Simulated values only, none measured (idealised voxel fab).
process module | voxel trench capacitor
The figure presents cross-section cut, which has a width of 270 nm and is divided into square cells with an edge length of 5 nm.
When this document writes out a cross-section, it uses a grid of square cells and lists it as bands, beginning at the top and moving down, with a band standing for one or more rows of cells.
In this notation a band is specified by the heights of its top and bottom, in that order and in nm, after which its materials appear from left to right, each paired with its width in nm. The word "edge to edge" attached to a single material means that material fills the band from edge to edge; the word "blank" stands for empty space.
Height reference: 0 = level under which incoming wafer is all one material. Lowest band: no bottom, runs on downward, e.g. "0 -> down".
You'd read "30->40" like this: the band's top row of cells is as wide as the first number, its bottom row is as wide as the second, and going down, every row changes width by the same amount as the row before did.
"no modification" for a step: no cell of the cross-section changed in that step.
Reported under the label "Voids, sealed" are the empty spaces having no open way to the top and comprising 8 cells or more; the notation for each is width x height at distance, in which the distance is measured from the left edge and all three values are in nm.
after a step's settings: what the simulator itself notes on the step
Among the settings permitted on a step's line is "overlay nm"; applied to a step with a mask, it specifies the extent to which the mask lay to the right of its planned position, whereas a negative figure signifies a position to the left.

Steps planned for the process:
1: RECEIVE with material Si
2: CONFORMAL_DEP with material SiN, thk nm 5
3: MASKED_ETCH with tone open, mask id TRENCH, width nm 15, pitch nm 40, etch materials SiN, depth nm 5, overlay nm 0
4: MASKED_ETCH with tone open, mask id TRENCH, width nm 15, pitch nm 40, etch materials Si, depth nm 30, overlay nm 0
5: CONFORMAL_DEP with material Al2O3, thk nm 5
6: FILL_DEP with material polySi, thk nm 10
7: CMP with height nm 5

Received-state cross-section, reflecting completion of step 1:
0 -> down | Si edge to edge
Voids, sealed: none

This is how the wafer looks in cross-section once the module is done, given the starting state and plan above and one mistake in carrying the plan out:
5 -> 0 | SiN 85 nm, then Al2O3 5 nm, then polySi 5 nm, then Al2O3 5 nm, then SiN 25 nm, then Al2O3 5 nm, then polySi 5 nm, then Al2O3 5 nm, then SiN 25 nm, then Al2O3 5 nm, then polySi 5 nm, then Al2O3 5 nm, then SiN 90 nm
0 -> -55 | Si 85 nm, then Al2O3 5 nm, then polySi 5 nm, then Al2O3 5 nm, then Si 25 nm, then Al2O3 5 nm, then polySi 5 nm, then Al2O3 5 nm, then Si 25 nm, then Al2O3 5 nm, then polySi 5 nm, then Al2O3 5 nm, then Si 90 nm
-55 -> -60 | Si 85 nm, then Al2O3 15 nm, then Si 25 nm, then Al2O3 15 nm, then Si 25 nm, then Al2O3 15 nm, then Si 90 nm
-60 -> down | Si edge to edge
Voids, sealed: none
Plan not followed: twice, step 4 of the plan was run
